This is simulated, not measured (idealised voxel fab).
Proc. module: voxel capacitor over wiring
Each square cell in cross-section cut measures 5 nm, and the section as a whole is 235 nm wide.
Cross-section, as written here: a square-cell grid given band by band from the top down, where a band holds one or more rows of cells.
Look at the band entry: it leads with the top's height and the bottom's height in nm. Then it lists the materials left to right, with a width in nm for each. The word "all across" on a single material says that material fills the band edge to edge. The word "blank" is empty space.
For the purposes of this specification, 0 denotes the height below which the wafer in its as-received condition is composed wholly of one material, and the lowermost band, lacking a lower limit, extends downward without end, as expressed in "top 0, no bottom".
A two-number width, for instance "30->40", indicates that the width is equal to the first number in the top row of the band and to the second number in the bottom row, and that it changes by a constant amount per row of cells.
What does "remains unaltered" mean for a step? It means no cell of the cross-section changed in that step.
"Trapped voids" specifies each empty space that is not open to the top and that occupies no fewer than 8 cells, using the form width x height at distance, the distance measured from the left edge and all three quantities in nm.
Read whatever lies past the settings on a step's line as the simulator's own remark about the step.
overlay nm: step with mask; distance mask lay right of planned place; negative value = left of planned place.

[These are the steps we planned for the process]
- 1: op RECEIVE | material Si
- 2: op CONFORMAL_DEP | material SiO2 | thk nm 10
- 3: op CONFORMAL_DEP | material SiCN | thk nm 5
- 4: op DIRECTIONAL_DEP | material SiO2 | thk nm 15
- 5: op PATTERN | tone open | mask id METAL_1 | material resist | width nm 30 | pitch nm 100 | thk nm 20 | overlay nm 0
- 6: op DIRECTIONAL_ETCH | etch materials SiO2 | depth nm 15
- 7: op DIRECTIONAL_ETCH | etch materials SiCN | depth nm 5
- 8: op STRIP | etch materials resist
- 9: op CONFORMAL_DEP | material TiN | thk nm 5
- 10: op FILL_DEP | material Cu | thk nm 5
- 11: op CMP | height nm 30
- 12: op CONFORMAL_DEP | material SiCN | thk nm 5
- 13: op DIRECTIONAL_DEP | material lowk | thk nm 15
- 14: op MASKED_ETCH | tone open | mask id PLUG_1 | width nm 15 | etch materials lowk | depth nm 15 | overlay nm 0
- 15: op MASKED_ETCH | tone open | mask id PLUG_1 | width nm 15 | etch materials SiCN | depth nm 5 | overlay nm 0
- 16: op EPI | material Ru | thk nm 10
- 17: op EPI | material Ru | thk nm 10
- 18: op DIRECTIONAL_DEP | material TiN | thk nm 5
- 19: op DIRECTIONAL_DEP | material Al2O3 | thk nm 5
- 20: op DIRECTIONAL_DEP | material TiN | thk nm 5
- 21: op MASKED_ETCH | tone cover | mask id UPPER_PLATE | width nm 75 | etch materials TiN | depth nm 5 | overlay nm 0
- 22: op MASKED_ETCH | tone cover | mask id UPPER_PLATE | width nm 75 | etch materials Al2O3 | depth nm 5 | overlay nm 0
- 23: op PATTERN | tone cover | mask id LOWER_PLATE | material resist | width nm 85 | thk nm 15 | overlay nm 0
- 24: op DIRECTIONAL_ETCH | etch materials TiN | depth nm 5
- 25: op STRIP | etch materials resist
- 26: op FILL_DEP | material SiO2 | thk nm 15
- 27: op CMP | height nm 75
- 28: op DIRECTIONAL_DEP | material aC | thk nm 10
- 29: op PATTERN | tone open | mask id PLUG_2 | material resist | width nm 15 | thk nm 30 | overlay nm 0
- 30: op DIRECTIONAL_ETCH | etch materials aC | depth nm 10
- 31: op STRIP | etch materials resist
- 32: op DIRECTIONAL_ETCH | etch materials SiO2 | depth nm 10
- 33: op STRIP | etch materials aC
- 34: op CONFORMAL_DEP | material TiN | thk nm 5
- 35: op FILL_DEP | material Cu | thk nm 10
- 36: op CMP | height nm 75
- 37: op CONFORMAL_DEP | material SiCN | thk nm 5
Across this set of wafers, the varied parameter is the width nm of step 29. Starting conditions are identical for every wafer, and the plan reports the value assigned to the first wafer.

[As received, i.e. after step 1: cross-section through the first of several wafers]
  top 0, no bottom  Si all across
  Trapped voids: none

[First of several wafers: cross-section at the end of the module, after step 37, its last step]
  top 80, bottom 75  SiCN all across
  top 75, bottom 70  75 nm SiO2, 5 nm TiN, 5 nm Cu, 5 nm TiN, 145 nm SiO2
  top 70, bottom 60  75->65 nm SiO2, 15->75 nm TiN, 145->95 nm SiO2
  top 60, bottom 55  65 nm SiO2, 75 nm Al2O3, 95 nm SiO2
  top 55, bottom 50  60 nm SiO2, 85 nm TiN, 90 nm SiO2
  top 50, bottom 35  65 nm lowk, 15 nm Ru, 155 nm lowk
  top 35, bottom 30  65 nm SiCN, 15 nm Ru, 155 nm SiCN
  top 30, bottom 15  50 nm SiO2, 5 nm TiN, 20 nm Cu, 5 nm TiN, 70 nm SiO2, 5 nm TiN, 20 nm Cu, 5 nm TiN, 55 nm SiO2
  top 15, bottom 10  50 nm SiCN, 30 nm TiN, 70 nm SiCN, 30 nm TiN, 55 nm SiCN
  top 10, bottom 0  SiO2 all across
  top 0, no bottom  Si all across
  Trapped voids: none

[The module's end: a cross-section of the last wafer]
  top 80, bottom 75  SiCN all across
  top 75, bottom 70  70 nm SiO2, 5 nm TiN, 20 nm Cu, 5 nm TiN, 135 nm SiO2
  top 70, bottom 60  70->65 nm SiO2, 30->75 nm TiN, 135->95 nm SiO2
  top 60, bottom 55  65 nm SiO2, 75 nm Al2O3, 95 nm SiO2
  top 55, bottom 50  60 nm SiO2, 85 nm TiN, 90 nm SiO2
  top 50, bottom 35  65 nm lowk, 15 nm Ru, 155 nm lowk
  top 35, bottom 30  65 nm SiCN, 15 nm Ru, 155 nm SiCN
  top 30, bottom 15  50 nm SiO2, 5 nm TiN, 20 nm Cu, 5 nm TiN, 70 nm SiO2, 5 nm TiN, 20 nm Cu, 5 nm TiN, 55 nm SiO2
  top 15, bottom 10  50 nm SiCN, 30 nm TiN, 70 nm SiCN, 30 nm TiN, 55 nm SiCN
  top 10, bottom 0  SiO2 all across
  top 0, no bottom  Si all across
  Trapped voids: none

[For your reference, the table is organized with a row per wafer; each row reflects the wafer at the end of the module, indicating for each material the cells gained (+) or lost (-) since receipt, and thereafter its closed voids]
width nm 15 | +15 Al2O3 | +25 Cu | +12 Ru | +126 SiCN | +381 SiO2 | +61 TiN | +132 lowk | Trapped voids: none
width nm 20 | +15 Al2O3 | +26 Cu | +12 Ru | +126 SiCN | +379 SiO2 | +62 TiN | +132 lowk | Trapped voids: none
width nm 25 | +15 Al2O3 | +27 Cu | +12 Ru | +126 SiCN | +377 SiO2 | +63 TiN | +132 lowk | Trapped voids: none
width nm 30 | +15 Al2O3 | +28 Cu | +12 Ru | +126 SiCN | +375 SiO2 | +64 TiN | +132 lowk | Trapped voids: none
